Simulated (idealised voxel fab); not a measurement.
The document below concerns the process module designated voxel ribs on slabs.
cross-section cut | 150 nm wide | cells 5 nm
Throughout this document, each cross-section is represented as a grid of square cells and is presented as a sequence of bands enumerated from the top downward, where a band comprises one or more rows of cells.
First you get the band's top height and its bottom height, in nm, and then the materials it's made of, left to right, with each width in nm. If you see a single material with "throughout", that one covers the band edge to edge. "blank" is empty space.
A quick word on heights: they are counted from 0, and under that level the wafer as it came to us is one material throughout. The lowest band is different from the rest in having no bottom; it simply continues downward, written as in "0..down".
Per-row width for "30 to 40": begins at first number (top row of band), ends at second number (bottom row), increment between rows held constant.
Reading "left unchanged" for a step: not a cell of the cross-section changed in it.
Listed in "Closed-off voids": every empty space of 8 or more cells without an open way to the top. Form: width x height at distance, the distance being from the left edge, all in nm.
Note: text after step settings on the step line = simulator remark on that step.
The optional step-line setting "overlay nm" applies to steps with a mask and quantifies how far to the right of its planned location the mask lay, a negative value indicating leftward placement.

[Process steps foreseen in the plan]
| 1 | RECEIVE with material Si |
| 2 | DIRECTIONAL_DEP with material SiO2, thk nm 20 |
| 3 | DIRECTIONAL_DEP with material polySi, thk nm 25 |
| 4 | MASKED_ETCH with tone cover, mask id RIB, width nm 20, etch materials polySi, depth nm 15, overlay nm 0 |
| 5 | DIRECTIONAL_DEP with material aC, thk nm 15 |
| 6 | PATTERN with tone cover, mask id SLAB, material resist, width nm 50, thk nm 30, overlay nm 0 |
| 7 | DIRECTIONAL_ETCH with etch materials aC, depth nm 15 |
| 8 | STRIP with etch materials resist |
| 9 | DIRECTIONAL_ETCH with etch materials polySi, depth nm 5 |
| 10 | STRIP with etch materials aC |
| 11 | FILL_DEP with material SiO2, thk nm 15 |
| 12 | CMP with height nm 55 |
| 13 | DIRECTIONAL_DEP with material W, thk nm 5 |
| 14 | DIRECTIONAL_DEP with material aC, thk nm 15 |
| 15 | PATTERN with tone cover, mask id HEATER, material resist, width nm 30, thk nm 30, overlay nm 0 |
| 16 | DIRECTIONAL_ETCH with etch materials aC, depth nm 15 |
| 17 | STRIP with etch materials resist |
| 18 | DIRECTIONAL_ETCH with etch materials W, depth nm 5 |
| 19 | STRIP with etch materials aC |
| 20 | CONFORMAL_DEP with material SiO2, thk nm 10 |
The wafers are alike at the start. At step 9, their depth nm differs. The plan lists the first wafer's value.

[First of several wafers, received after step 1, in cross-section]
> 0..down: Si throughout
> Closed-off voids: none

[End of module, by wafer: material-by-material cell gain (+) or loss (-) since receipt, then closed voids]
depth nm 5, +342 SiO2, +6 W, +52 polySi, Closed-off voids: none
depth nm 10, +362 SiO2, +6 W, +32 polySi, Closed-off voids: none
depth nm 15, +362 SiO2, +6 W, +32 polySi, Closed-off voids: none
depth nm 20, +362 SiO2, +6 W, +32 polySi, Closed-off voids: none
depth nm 25, +362 SiO2, +6 W, +32 polySi, Closed-off voids: none
